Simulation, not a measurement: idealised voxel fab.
voxel ribs on slabs: a process module
290 nm wide, 5 nm square cells: that's cross-section cut.
Cross-section spec: square-cell grid; bands listed top down; each band is one or more rows.
Heads up on the band format: heights come first, top then bottom, in nm. After that it's the materials left to right, each with its width in nm. A single material flagged "edge to edge" fills the whole band edge to edge, and "empty" means there's empty space there.
Convention: height 0 is the level below which the wafer, as received, is all one material. The lowest band does not terminate at the bottom but continues downward, represented as "from 0 down".
When a width is written as two numbers, as in "30 to 40", the first number is the width in the top row of cells of the band and the second is the width in its bottom row, and the width changes by the same amount from each row to the next.
No cell of the cross-section changed in a step that is given as "everything unchanged".
The entry "Encapsulated voids" lists the empty spaces that cover at least 8 cells and have no open path to the top. Each is written as width x height at distance, where the distance is measured from the left edge and all three values are in nm.
Text after the settings on a step's line: the simulator's own remark on that step.
The optional step-line setting "overlay nm" applies to steps with a mask and quantifies how far to the right of its planned location the mask lay, a negative value indicating leftward placement.
Process steps foreseen in the plan:
1 RECEIVE with material Si
2 DIRECTIONAL_DEP with material SiO2, thk nm 20
3 DIRECTIONAL_DEP with material polySi, thk nm 25
4 DIRECTIONAL_DEP with material aC, thk nm 10
5 PATTERN with tone cover, mask id RIB, material resist, width nm 20, thk nm 25, overlay nm 0
6 DIRECTIONAL_ETCH with etch materials aC, depth nm 10
7 STRIP with etch materials resist
8 DIRECTIONAL_ETCH with etch materials polySi, depth nm 5
9 STRIP with etch materials aC
10 PATTERN with tone cover, mask id SLAB, material resist, width nm 70, thk nm 15, overlay nm 0
11 DIRECTIONAL_ETCH with etch materials polySi, depth nm 20
12 STRIP with etch materials resist
13 FILL_DEP with material SiO2, thk nm 30
14 CMP with height nm 65
15 DIRECTIONAL_DEP with material W, thk nm 5
16 MASKED_ETCH with tone cover, mask id HEATER, width nm 30, etch materials W, depth nm 5, overlay nm 0
17 CONFORMAL_DEP with material SiO2, thk nm 5
Cross-section of the wafer at receipt, which is the condition after step 1:
> from 0 down | Si edge to edge
> Encapsulated voids: none
Below is the wafer in cross-section after the module was completed. It began from the starting point shown above and followed the plan shown above, except that one mistake was made while running it:
> from 75 to 70 | 125 nm empty / 40 nm SiO2 / 125 nm empty
> from 70 to 65 | 130 nm SiO2 / 30 nm W / 130 nm SiO2
> from 65 to 50 | SiO2 edge to edge
> from 50 to 30 | 110 nm SiO2 / 70 nm polySi / 110 nm SiO2
> from 30 to 20 | aC edge to edge
> from 20 to 0 | SiO2 edge to edge
> from 0 down | Si edge to edge
> Encapsulated voids: none
Here's what went sideways: steps 3 and 4 of the plan were each performed in the slot designated for the other
